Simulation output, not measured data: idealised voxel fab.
Name of the process module below: voxel quadruple lines
It is cross-section cut that appears here, measuring 290 nm in width, its square cells being 5 nm in size.
Notation: cross-section as square-cell grid; stated in bands, top first, going down; one or more cell rows per band.
First you get the band's top height and its bottom height, in nm, and then the materials it's made of, left to right, with each width in nm. If you see a single material with "all across", that one covers the band edge to edge. "blank" is empty space.
Height 0 is the level under which the wafer as received is all one material. The lowest band goes on downwards, as in "from 0 down".
Width spec "30 to 40" -> top row of cells at first value, bottom row at second value, equal per-row change in between.
A step reported as "remained unchanged" is a step in which no cell of the cross-section changed.
Any empty space of 8 cells or more lacking an open way to the top shows up in "Closed cavities" as width x height at distance, distance from the left edge, in nm.
Past the settings on a step's line: simulator remark, on that step.
What "overlay nm" on a step's line means: if the step has a mask, that mask lay this far to the right of its planned place, or, when the value is negative, to the left.
## Planned process steps
1. RECEIVE, material Si
2. CONFORMAL_DEP, material Al2O3, thk nm 5
3. DIRECTIONAL_DEP, material W, thk nm 10
4. DIRECTIONAL_DEP, material polySi, thk nm 15
5. DIRECTIONAL_DEP, material aC, thk nm 20
6. PATTERN, tone cover, mask id MANDREL, material resist, width nm 35, pitch nm 100, thk nm 30, overlay nm 0
7. DIRECTIONAL_ETCH, etch materials aC, depth nm 20
8. STRIP, etch materials resist
9. CONFORMAL_DEP, material SiO2, thk nm 15
10. DIRECTIONAL_ETCH, etch materials SiO2, depth nm 15
11. STRIP, etch materials aC
12. DIRECTIONAL_ETCH, etch materials polySi, depth nm 15
13. STRIP, etch materials SiO2
14. CONFORMAL_DEP, material SiCN, thk nm 10
15. DIRECTIONAL_ETCH, etch materials SiCN, depth nm 10
16. STRIP, etch materials polySi
17. DIRECTIONAL_ETCH, etch materials W, depth nm 10
18. STRIP, etch materials SiCN
19. FILL_DEP, material SiO2, thk nm 5
20. CMP, height nm 15
## Cross-section, incoming material, after step 1
> from 0 down | Si all across
> Closed cavities: none
## Wafer cross-section at end of module: start and plan as shown above, one execution error
> from 15 to 10 | SiO2 all across
> from 10 to 0 | 50 SiO2, 10 W, 15 SiO2, 10 W, 15 SiO2, 10 W, 15 SiO2, 10 W, 15 SiO2, 10 W, 15 SiO2, 10 W, 15 SiO2, 10 W, 15 SiO2, 10 W, 55 SiO2
> from 0 down | Si all across
> Closed cavities: none
Error vs. plan: step 2 of the plan was excluded from execution and never run
